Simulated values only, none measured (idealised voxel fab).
Herein follows the process module entitled voxel capacitor over wiring.
The cross-section on display is named cut; it measures 225 nm wide, and its cells are 5 nm squares.
In what follows, cross-sections appear as grids of square cells, described through bands that run from the top down, where every band is one or more rows of cells.
A band entry consists of two parts. The first gives the height of the band's top and the height of its bottom, in nm. The rest lists the band's materials from left to right, each with its width in nm. A single material labelled with the word "edge to edge" fills the band from edge to edge, and the word "empty" marks empty space.
Heights from 0 (as-received wafer is one material below). Bottom band endless downward, as "from 0 down".
Quick explanation for "30..40": the width changes in equal steps down the rows of cells, from the first number in the band's top row to the second number in its bottom row.
When a step is marked "nothing different", none of the cells in the cross-section changed during that step.
Empty spaces without an open route to the top, at least 8 cells in extent, make up the entry "Trapped void list"; each is given as width x height at distance, where the distance is measured from the left edge, and all are in nm.
It should be noted that, on the line of a given step, the content following the step's settings is a remark produced by the simulator itself with respect to that step.
A step's line can hold "overlay nm"; with a mask on that step, the setting says how far right of the planned place the mask lay, while a negative setting says it lay to the left.
Process steps foreseen in the plan:
1) RECEIVE (material Si)
2) CONFORMAL_DEP (material SiO2; thk nm 10)
3) DIRECTIONAL_DEP (material TiN; thk nm 5)
4) DIRECTIONAL_DEP (material Ru; thk nm 15)
5) DIRECTIONAL_DEP (material aC; thk nm 10)
6) PATTERN (tone cover; mask id METAL_1; material resist; width nm 30; pitch nm 80; thk nm 25; overlay nm 0)
7) DIRECTIONAL_ETCH (etch materials aC; depth nm 10)
8) STRIP (etch materials resist)
9) DIRECTIONAL_ETCH (etch materials Ru; depth nm 15)
10) DIRECTIONAL_ETCH (etch materials TiN; depth nm 5)
11) STRIP (etch materials aC)
12) CONFORMAL_DEP (material SiCN; thk nm 5)
13) FILL_DEP (material lowk; thk nm 10)
14) CMP (height nm 30)
15) CONFORMAL_DEP (material SiCN; thk nm 5)
16) DIRECTIONAL_DEP (material SiO2; thk nm 20)
17) MASKED_ETCH (tone open; mask id PLUG_1; width nm 15; etch materials SiO2; depth nm 20; overlay nm 0)
18) MASKED_ETCH (tone open; mask id PLUG_1; width nm 15; etch materials SiCN; depth nm 5; overlay nm 0)
19) EPI (material Ru; thk nm 10)
20) EPI (material Ru; thk nm 10)
21) EPI (material Ru; thk nm 5)
22) DIRECTIONAL_DEP (material TiN; thk nm 10)
23) DIRECTIONAL_DEP (material Al2O3; thk nm 5)
24) DIRECTIONAL_DEP (material TiN; thk nm 5)
25) DIRECTIONAL_DEP (material aC; thk nm 10)
26) PATTERN (tone cover; mask id UPPER_PLATE; material resist; width nm 55; thk nm 30; overlay nm 0)
27) DIRECTIONAL_ETCH (etch materials aC; depth nm 10)
28) STRIP (etch materials resist)
29) DIRECTIONAL_ETCH (etch materials TiN; depth nm 5)
30) DIRECTIONAL_ETCH (etch materials Al2O3; depth nm 5)
31) STRIP (etch materials aC)
32) PATTERN (tone cover; mask id LOWER_PLATE; material resist; width nm 65; thk nm 15; overlay nm 0)
33) DIRECTIONAL_ETCH (etch materials TiN; depth nm 10)
34) STRIP (etch materials resist)
35) FILL_DEP (material SiO2; thk nm 20)
36) CMP (height nm 90)
37) PATTERN (tone open; mask id PLUG_2; material resist; width nm 15; thk nm 20; overlay nm 0)
38) DIRECTIONAL_ETCH (etch materials SiO2; depth nm 15)
39) STRIP (etch materials resist)
40) CONFORMAL_DEP (material TiN; thk nm 5)
41) FILL_DEP (material Cu; thk nm 10)
42) CMP (height nm 90)
43) CONFORMAL_DEP (material SiCN; thk nm 5)
As-received wafer cross-section (after step 1):
* from 0 down = Si edge to edge
* Trapped void list: none
Cross-section: first of two wafers, module finished, run according to plan:
* from 95 to 90 = SiCN edge to edge
* from 90 to 80 = SiO2=80, TiN=5, Cu=5, TiN=5, SiO2=130
* from 80 to 70 = SiO2=80..70, TiN=15..55, SiO2=130..100
* from 70 to 65 = SiO2=70, Al2O3=55, SiO2=100
* from 65 to 55 = SiO2=65, TiN=65, SiO2=95
* from 55 to 35 = SiO2=70, Ru=15, SiO2=140
* from 35 to 30 = SiCN=70, Ru=15, SiCN=140
* from 30 to 15 = lowk=50, SiCN=5, Ru=30, SiCN=5, lowk=40, SiCN=5, Ru=30, SiCN=5, lowk=55
* from 15 to 10 = SiCN=55, TiN=30, SiCN=50, TiN=30, SiCN=60
* from 10 to 0 = SiO2 edge to edge
* from 0 down = Si edge to edge
* Trapped void list: none
The second wafer, shown in cross-section after the module: started the same way as the first and given the same plan, yet one mistake crept into how it was run:
* from 95 to 90 = SiCN edge to edge
* from 90 to 80 = SiO2=80, TiN=5, Cu=5, TiN=5, SiO2=130
* from 80 to 70 = SiO2=80, TiN=15..50, SiO2=130..95
* from 70 to 65 = SiO2=80, Al2O3=55, SiO2=90
* from 65 to 55 = SiO2=65, TiN=70, SiO2=90
* from 55 to 35 = SiO2=70, Ru=15, SiO2=140
* from 35 to 30 = SiCN=70, Ru=15, SiCN=140
* from 30 to 15 = lowk=50, SiCN=5, Ru=30, SiCN=5, lowk=40, SiCN=5, Ru=30, SiCN=5, lowk=55
* from 15 to 10 = SiCN=55, TiN=30, SiCN=50, TiN=30, SiCN=60
* from 10 to 0 = SiO2 edge to edge
* from 0 down = Si edge to edge
* Trapped void list: none
Error vs. plan: rather than as planned, step 26 actually ran as PATTERN (tone cover; mask id UPPER_PLATE; material resist; width nm 55; thk nm 30; overlay nm 10)
At the finish, the second wafer shows more or fewer cells for some materials than the first does: SiO2 -1 | TiN +1
